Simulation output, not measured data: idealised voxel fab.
process module | voxel air gaps
cross-section cut | 270 nm wide | cells 5 nm
A cross-section is a grid of square cells, given in bands from the top down. A band is one or more rows of cells.
Each band's line starts with the height of the band's top and of its bottom, in nm. Then come its materials from left to right, each with its width in nm. One material with "throughout" fills the band from edge to edge. "air" is empty space.
Height 0 is the level under which the wafer as received is all one material. The lowest band goes on downwards, as in "0 down".
A width such as "30 to 40" changes by the same amount from each row of cells to the next, from the band's top row to its bottom row.
"no change" after a step means that no cell of the cross-section changed.
closed voids: empty space of 8 cells or more with no open way to the top, each as width x height at its distance from the left edge, in nm
after a step's settings: what the simulator itself notes on the step
overlay nm, on a step with a mask: how far to the right of its planned place the mask lay; to the left if negative
plan
1 op RECEIVE | material Si
2 op CONFORMAL_DEP | material SiO2 | thk nm 10
3 op CONFORMAL_DEP | material SiCN | thk nm 5
4 op DIRECTIONAL_DEP | material lowk | thk nm 40
5 op DIRECTIONAL_DEP | material aC | thk nm 15
6 op PATTERN | tone open | mask id LINES | material resist | width nm 15 | pitch nm 40 | thk nm 35 | overlay nm 0
7 op DIRECTIONAL_ETCH | etch materials aC | depth nm 15
8 op STRIP | etch materials resist
9 op DIRECTIONAL_ETCH | etch materials lowk | depth nm 40
10 op STRIP | etch materials aC
11 op CONFORMAL_DEP | material TiN | thk nm 5
12 op FILL_DEP | material W | thk nm 10
13 op CMP | height nm 55
14 op EPI | material Ru | thk nm 10
15 op SELECTIVE_ETCH | etch materials lowk | depth nm 50
16 op CONFORMAL_DEP | material SiCN | thk nm 5
as received, after step 1
  0 down: Si throughout
  closed voids: none
a wafer at the end: this start, this plan, one mistake
  60 to 50: SiCN throughout
  50 to 10: lowk throughout
  10 to 0: SiO2 throughout
  0 down: Si throughout
  closed voids: none
what went wrong: steps 3 and 4 were swapped
